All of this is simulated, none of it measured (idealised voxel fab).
You're looking at the process module voxel self aligned contacts.
Cross-section cut: width 215 nm, square cells of 5 nm.
This document writes a cross-section as a grid whose cells are square, and gives it as bands, listed from the top down; one or more rows of cells form a band. First you get the band's top height and its bottom height, in nm, and then the materials it's made of, left to right, with each width in nm. If you see a single material with "all across", that one covers the band edge to edge. "blank" is empty space. Below 0: as-received wafer, all one material; heights counted from there. Lowest band: no bottom, goes on down, written "0..down". A two-number width, for instance "30..40", indicates that the width is equal to the first number in the top row of the band and to the second number in the bottom row, and that it changes by a constant amount per row of cells. Step note "no alteration" = no cross-section cell changed. Empty spaces counting at least 8 cells and having no open way to the top are listed in "Closed cavities". The notation width x height at distance is used for each, the distance being from the left edge and all three values in nm. On a step's line, text after the settings is the simulator commenting on that step. overlay nm: mask offset rightward from planned place, masked step; negative means leftward offset.

**Listed below are the process steps as planned**
1,RECEIVE,material Si
2,CONFORMAL_DEP,material SiO2,thk nm 5
3,DIRECTIONAL_DEP,material polySi,thk nm 20
4,DIRECTIONAL_DEP,material SiN,thk nm 25
5,PATTERN,tone cover,mask id GATE,material resist,width nm 35,pitch nm 75,thk nm 15,overlay nm 0
6,DIRECTIONAL_ETCH,etch materials SiN,depth nm 25
7,DIRECTIONAL_ETCH,etch materials polySi,depth nm 20
8,STRIP,etch materials resist
9,CONFORMAL_DEP,material SiN,thk nm 10
10,DIRECTIONAL_ETCH,etch materials SiN,depth nm 10
11,FILL_DEP,material SiO2,thk nm 20
12,CMP,height nm 60
13,DIRECTIONAL_DEP,material aC,thk nm 10
14,PATTERN,tone open,mask id CONTACT,material resist,width nm 50,pitch nm 75,thk nm 25,overlay nm 0
15,DIRECTIONAL_ETCH,etch materials aC,depth nm 10
16,STRIP,etch materials resist
17,DIRECTIONAL_ETCH,etch materials SiO2,depth nm 60
18,STRIP,etch materials aC
19,CONFORMAL_DEP,material TiN,thk nm 5
20,FILL_DEP,material Ru,thk nm 10
21,CMP,height nm 60
22,CONFORMAL_DEP,material SiCN,thk nm 5

**Here's what the wafer looked like in cross-section when it arrived - that's after step 1**
0..down: Si all across
Closed cavities: none

**Post-module cross-section of the first of two wafers (run per plan)**
65..60: SiCN all across
60..50: 45 SiO2, 5..20 TiN, 40..10 Ru, 5..20 TiN, 25 SiO2, 5..20 TiN, 40..10 Ru, 5..20 TiN, 45 SiO2
50..25: 5 SiO2, 55 SiN, 5 TiN, 10 Ru, 5 TiN, 55 SiN, 5 TiN, 10 Ru, 5 TiN, 55 SiN, 5 SiO2
25..5: 5 SiO2, 10 SiN, 35 polySi, 10 SiN, 5 TiN, 10 Ru, 5 TiN, 10 SiN, 35 polySi, 10 SiN, 5 TiN, 10 Ru, 5 TiN, 10 SiN, 35 polySi, 10 SiN, 5 SiO2
5..0: 60 SiO2, 20 TiN, 55 SiO2, 20 TiN, 60 SiO2
0..down: Si all across
Closed cavities: none

**Cross-sectional view: second of two wafers, end of module; start and plan identical to the first, one mistake in running**
65..60: SiCN all across
60..50: 40 SiO2, 5..25 TiN, 50..10 Ru, 5..25 TiN, 15 SiO2, 5..25 TiN, 50..10 Ru, 5..25 TiN, 40 SiO2
50..25: 5 SiO2, 55 SiN, 5 TiN, 10 Ru, 5 TiN, 55 SiN, 5 TiN, 10 Ru, 5 TiN, 55 SiN, 5 SiO2
25..5: 5 SiO2, 10 SiN, 35 polySi, 10 SiN, 5 TiN, 10 Ru, 5 TiN, 10 SiN, 35 polySi, 10 SiN, 5 TiN, 10 Ru, 5 TiN, 10 SiN, 35 polySi, 10 SiN, 5 SiO2
5..0: 60 SiO2, 20 TiN, 55 SiO2, 20 TiN, 60 SiO2
0..down: Si all across
Closed cavities: none
Here's what went sideways: step 14 did not happen as planned, as run it was PATTERN,tone open,mask id CONTACT,material resist,width nm 60,pitch nm 75,thk nm 25,overlay nm 0
Final difference in cells, second wafer against first, listed per material as more or fewer: Ru: 4 more, SiO2: 8 fewer, TiN: 4 more
